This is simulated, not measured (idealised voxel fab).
You're looking at the process module voxel self aligned vias.
For reference, the cross-section in this document is cut, with width 285 nm and square cells of 5 nm.
For the purposes of this document, a cross-section shall be understood as a grid of square cells, specified as bands listed in top-to-bottom order, each band consisting of one or more rows of cells.
Band entry format. Leading values: height of top, height of bottom, nm. Remainder: materials in left-to-right order, each with its width in nm. Special words: "throughout" on a single material, which then fills the band edge to edge; "blank", empty space.
The reference from which all heights are counted is 0, the level beneath which the as-received wafer is entirely one material; the lowest band, having no lower bound, proceeds downward and is written after the example "0..down".
You'd read "30..40" like this: the band's top row of cells is as wide as the first number, its bottom row is as wide as the second, and going down, every row changes width by the same amount as the row before did.
"no modification" means the step left every cell of the cross-section as it was.
The entry "Enclosed void listing" lists the empty spaces that cover at least 8 cells and have no open path to the top. Each is written as width x height at distance, where the distance is measured from the left edge and all three values are in nm.
It should be noted that, on the line of a given step, the content following the step's settings is a remark produced by the simulator itself with respect to that step.
"overlay nm" denotes, for a step that has a mask, the displacement of the mask to the right of its planned place, with negative values corresponding to the left.

List of planned process steps
1 RECEIVE, material Si
2 CONFORMAL_DEP, material SiO2, thk nm 15
3 CONFORMAL_DEP, material SiCN, thk nm 5
4 DIRECTIONAL_DEP, material SiO2, thk nm 25
5 DIRECTIONAL_DEP, material aC, thk nm 15
6 PATTERN, tone open, mask id LINES, material resist, width nm 25, pitch nm 60, thk nm 35, overlay nm 0
7 DIRECTIONAL_ETCH, etch materials aC, depth nm 15
8 STRIP, etch materials resist
9 DIRECTIONAL_ETCH, etch materials SiO2, depth nm 25
10 STRIP, etch materials aC
11 CONFORMAL_DEP, material TiN, thk nm 5
12 FILL_DEP, material W, thk nm 5
13 CMP, height nm 45
14 SELECTIVE_ETCH, etch materials W Ru TiN, depth nm 10
15 FILL_DEP, material SiN, thk nm 5
16 CMP, height nm 45
17 DIRECTIONAL_DEP, material SiO2, thk nm 15
18 MASKED_ETCH, tone open, mask id VIAS, width nm 35, etch materials SiO2, depth nm 15, overlay nm 0
19 MASKED_ETCH, tone open, mask id VIAS, width nm 35, etch materials SiN, depth nm 10, overlay nm 0
20 CONFORMAL_DEP, material TiN, thk nm 5
21 FILL_DEP, material Ru, thk nm 5
22 CMP, height nm 60
23 CONFORMAL_DEP, material SiN, thk nm 5

So this is the incoming wafer in cross-section - it's already been through step 1
  0..down | Si throughout
  Enclosed void listing: none

Cross-sectional view of the first of the two wafers upon completion of the module, processed in accordance with the plan
  65..60 | SiN throughout
  60..50 | SiO2 95 nm; TiN 5 nm; Ru 25 nm; TiN 5 nm; SiO2 155 nm
  50..45 | SiO2 95 nm; TiN 10 nm; Ru 15 nm; TiN 10 nm; SiO2 155 nm
  45..40 | SiO2 100 nm; TiN 5 nm; Ru 15 nm; TiN 5 nm; SiO2 35 nm; SiN 25 nm; SiO2 100 nm
  40..35 | SiO2 100 nm; TiN 25 nm; SiO2 35 nm; SiN 25 nm; SiO2 100 nm
  35..25 | SiO2 100 nm; TiN 5 nm; W 15 nm; TiN 5 nm; SiO2 35 nm; TiN 5 nm; W 15 nm; TiN 5 nm; SiO2 100 nm
  25..20 | SiO2 100 nm; TiN 25 nm; SiO2 35 nm; TiN 25 nm; SiO2 100 nm
  20..15 | SiCN throughout
  15..0 | SiO2 throughout
  0..down | Si throughout
  Enclosed void listing: none

Now the second wafer, cross-sectioned at the end of the module. Nothing different at the start, nothing different in the plan compared with the first, just one mistake when it was actually run
  65..60 | SiN throughout
  60..50 | SiO2 95 nm; TiN 5 nm; Ru 30 nm; TiN 5 nm; SiO2 150 nm
  50..45 | SiO2 95 nm; TiN 10 nm; Ru 15 nm; TiN 15 nm; SiO2 150 nm
  45..40 | SiO2 100 nm; TiN 5 nm; Ru 15 nm; TiN 5 nm; SiO2 35 nm; SiN 25 nm; SiO2 100 nm
  40..35 | SiO2 100 nm; TiN 25 nm; SiO2 35 nm; SiN 25 nm; SiO2 100 nm
  35..25 | SiO2 100 nm; TiN 5 nm; W 15 nm; TiN 5 nm; SiO2 35 nm; TiN 5 nm; W 15 nm; TiN 5 nm; SiO2 100 nm
  25..20 | SiO2 100 nm; TiN 25 nm; SiO2 35 nm; TiN 25 nm; SiO2 100 nm
  20..15 | SiCN throughout
  15..0 | SiO2 throughout
  0..down | Si throughout
  Enclosed void listing: none
What went wrong in running the wafer? step 18: run off-plan, actual operation and settings MASKED_ETCH, tone open, mask id VIAS, width nm 40, etch materials SiO2, depth nm 15, overlay nm 0
At the finish, the second wafer shows more or fewer cells for some materials than the first does: Ru: 2 more | SiO2: 3 fewer | TiN: 1 more
